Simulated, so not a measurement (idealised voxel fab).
process module | voxel self aligned vias
cross-section cut | 190 nm wide | cells 5 nm
A cross-section is a grid of square cells, given in bands from the top down. A band is one or more rows of cells.
Each band's line starts with the height of the band's top and of its bottom, in nm. Then come its materials from left to right, each with its width in nm. One material with "throughout" fills the band from edge to edge. "air" is empty space.
Height 0 is the level under which the wafer as received is all one material. The lowest band goes on downwards, as in "0 down".
A width such as "30 to 40" changes by the same amount from each row of cells to the next, from the band's top row to its bottom row.
"no change" after a step means that no cell of the cross-section changed.
closed voids: empty space of 8 cells or more with no open way to the top, each as width x height at its distance from the left edge, in nm
after a step's settings: what the simulator itself notes on the step
overlay nm, on a step with a mask: how far to the right of its planned place the mask lay; to the left if negative
plan
1 op RECEIVE | material Si
2 op CONFORMAL_DEP | material SiO2 | thk nm 15
3 op CONFORMAL_DEP | material SiCN | thk nm 5
4 op DIRECTIONAL_DEP | material lowk | thk nm 25
5 op PATTERN | tone open | mask id LINES | material resist | width nm 30 | pitch nm 55 | thk nm 15 | overlay nm 0
6 op DIRECTIONAL_ETCH | etch materials lowk | depth nm 25
7 op STRIP | etch materials resist
8 op CONFORMAL_DEP | material TiN | thk nm 5
9 op FILL_DEP | material W | thk nm 10
10 op CMP | height nm 45
11 op SELECTIVE_ETCH | etch materials W Ru TiN | depth nm 5
12 op FILL_DEP | material SiN | thk nm 10
13 op CMP | height nm 45
14 op DIRECTIONAL_DEP | material lowk | thk nm 15
15 op MASKED_ETCH | tone open | mask id VIAS | width nm 40 | pitch nm 55 | etch materials lowk | depth nm 15 | overlay nm 0
16 op MASKED_ETCH | tone open | mask id VIAS | width nm 40 | pitch nm 55 | etch materials SiN | depth nm 5 | overlay nm 0
17 op CONFORMAL_DEP | material TiN | thk nm 5
18 op FILL_DEP | material Ru | thk nm 5
19 op CMP | height nm 60
20 op CONFORMAL_DEP | material SiCN | thk nm 5
as received, after step 1
  0 down: Si throughout
  closed voids: none
a wafer at the end: this start, this plan, one mistake
  65 to 60: SiCN throughout
  60 to 50: lowk 45 | TiN 5 | Ru 30 | TiN 5 | lowk 15 | TiN 5 | Ru 30 | TiN 5 | lowk 50
  50 to 45: lowk 45 | TiN 40 | lowk 15 | TiN 40 | lowk 50
  45 to 40: SiN 45 | TiN 5 | lowk 30 | TiN 5 | SiN 15 | TiN 5 | lowk 30 | TiN 5 | SiN 50
  40 to 25: W 45 | TiN 5 | lowk 30 | TiN 5 | W 15 | TiN 5 | lowk 30 | TiN 5 | W 50
  25 to 20: TiN 50 | lowk 30 | TiN 25 | lowk 30 | TiN 55
  20 to 15: SiCN throughout
  15 to 0: SiO2 throughout
  0 down: Si throughout
  closed voids: none
what went wrong: step 5 ran as: op PATTERN | tone cover | mask id LINES | material resist | width nm 30 | pitch nm 55 | thk nm 15 | overlay nm 0
